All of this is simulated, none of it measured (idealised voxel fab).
voxel self aligned vias: a process module
We display cut, a cross-section 280 nm in width whose square cells are each 5 nm.
A cross-section is a grid of square cells, given in bands from the top down. A band is one or more rows of cells.
Band: top height; bottom height; in nm. Then, left to right: material with width in nm, for each material. "edge to edge": a single material spanning edge to edge. "empty": empty space.
We count height from 0. Below that, the starting wafer is all one material. The lowest band never ends at the bottom but goes on down; see "from 0 down" for how that is written.
Note: "30->40" means the width goes from the first number (top row of the band) to the second number (bottom row) in equal steps per row of cells.
Key: "everything unchanged" - step with no changed cell in the cross-section.
In the "Trapped cavities" entry, you get each enclosed empty space of 8 cells or more, one with no open way to the top, written width x height at distance, distance from the left edge, in nm.
Whatever follows a step's settings on its line is a remark the simulator itself makes about that step.
"overlay nm" denotes, for a step that has a mask, the displacement of the mask to the right of its planned place, with negative values corresponding to the left.

**Intended process steps**
1,RECEIVE | material Si
2,CONFORMAL_DEP | material SiO2 | thk nm 15
3,CONFORMAL_DEP | material SiCN | thk nm 5
4,DIRECTIONAL_DEP | material SiO2 | thk nm 20
5,MASKED_ETCH | tone open | mask id LINES | width nm 20 | pitch nm 45 | etch materials SiO2 | depth nm 20 | overlay nm 0
6,CONFORMAL_DEP | material TiN | thk nm 5
7,FILL_DEP | material W | thk nm 5
8,CMP | height nm 40
9,SELECTIVE_ETCH | etch materials W Ru TiN | depth nm 5
10,FILL_DEP | material SiN | thk nm 10
11,CMP | height nm 40
12,DIRECTIONAL_DEP | material SiO2 | thk nm 15
13,DIRECTIONAL_DEP | material aC | thk nm 10
14,PATTERN | tone open | mask id VIAS | material resist | width nm 30 | pitch nm 45 | thk nm 25 | overlay nm 0
15,DIRECTIONAL_ETCH | etch materials aC | depth nm 10
16,STRIP | etch materials resist
17,DIRECTIONAL_ETCH | etch materials SiO2 | depth nm 15
18,DIRECTIONAL_ETCH | etch materials SiN | depth nm 5
19,STRIP | etch materials aC
20,CONFORMAL_DEP | material TiN | thk nm 5
21,FILL_DEP | material W | thk nm 5
22,CMP | height nm 55
23,CONFORMAL_DEP | material SiCN | thk nm 5

**As-received state of the wafer in cross-section, equivalent to post-step 1**
    from 0 down: Si edge to edge
    Trapped cavities: none

**Cross-section: first of two wafers, module finished, run according to plan**
    from 60 to 55: SiCN edge to edge
    from 55 to 45: SiO2 80 nm, then TiN 5 nm, then W 20 nm, then TiN 5 nm, then SiO2 15 nm, then TiN 5 nm, then W 20 nm, then TiN 5 nm, then SiO2 15 nm, then TiN 5 nm, then W 20 nm, then TiN 5 nm, then SiO2 80 nm
    from 45 to 40: SiO2 80 nm, then TiN 10 nm, then W 10 nm, then TiN 10 nm, then SiO2 15 nm, then TiN 10 nm, then W 10 nm, then TiN 10 nm, then SiO2 15 nm, then TiN 10 nm, then W 10 nm, then TiN 10 nm, then SiO2 80 nm
    from 40 to 35: SiO2 85 nm, then TiN 20 nm, then SiO2 25 nm, then TiN 20 nm, then SiO2 25 nm, then TiN 20 nm, then SiO2 85 nm
    from 35 to 25: SiO2 85 nm, then TiN 5 nm, then W 10 nm, then TiN 5 nm, then SiO2 25 nm, then TiN 5 nm, then W 10 nm, then TiN 5 nm, then SiO2 25 nm, then TiN 5 nm, then W 10 nm, then TiN 5 nm, then SiO2 85 nm
    from 25 to 20: SiO2 85 nm, then TiN 20 nm, then SiO2 25 nm, then TiN 20 nm, then SiO2 25 nm, then TiN 20 nm, then SiO2 85 nm
    from 20 to 15: SiCN edge to edge
    from 15 to 0: SiO2 edge to edge
    from 0 down: Si edge to edge
    Trapped cavities: none

**Cross-section, second wafer: same start as the first, same plan as the first, one mistake in running it; taken at the end of the module**
    from 60 to 55: SiCN edge to edge
    from 55 to 45: SiO2 80 nm, then TiN 5 nm, then W 20 nm, then TiN 5 nm, then SiO2 15 nm, then TiN 5 nm, then W 20 nm, then TiN 5 nm, then SiO2 15 nm, then TiN 5 nm, then W 20 nm, then TiN 5 nm, then SiO2 80 nm
    from 45 to 40: SiO2 80 nm, then TiN 30 nm, then SiO2 15 nm, then TiN 30 nm, then SiO2 15 nm, then TiN 30 nm, then SiO2 80 nm
    from 40 to 35: SiCN edge to edge
    from 35 to 0: SiO2 edge to edge
    from 0 down: Si edge to edge
    Trapped cavities: none
Heads up, the wafer didn't run the way we planned it: the run placed steps 3 and 4 each in the position the plan gave to the other
Cell-count delta at end, second wafer over first, by material: 48 more of SiO2 | 30 fewer of TiN | 18 fewer of W
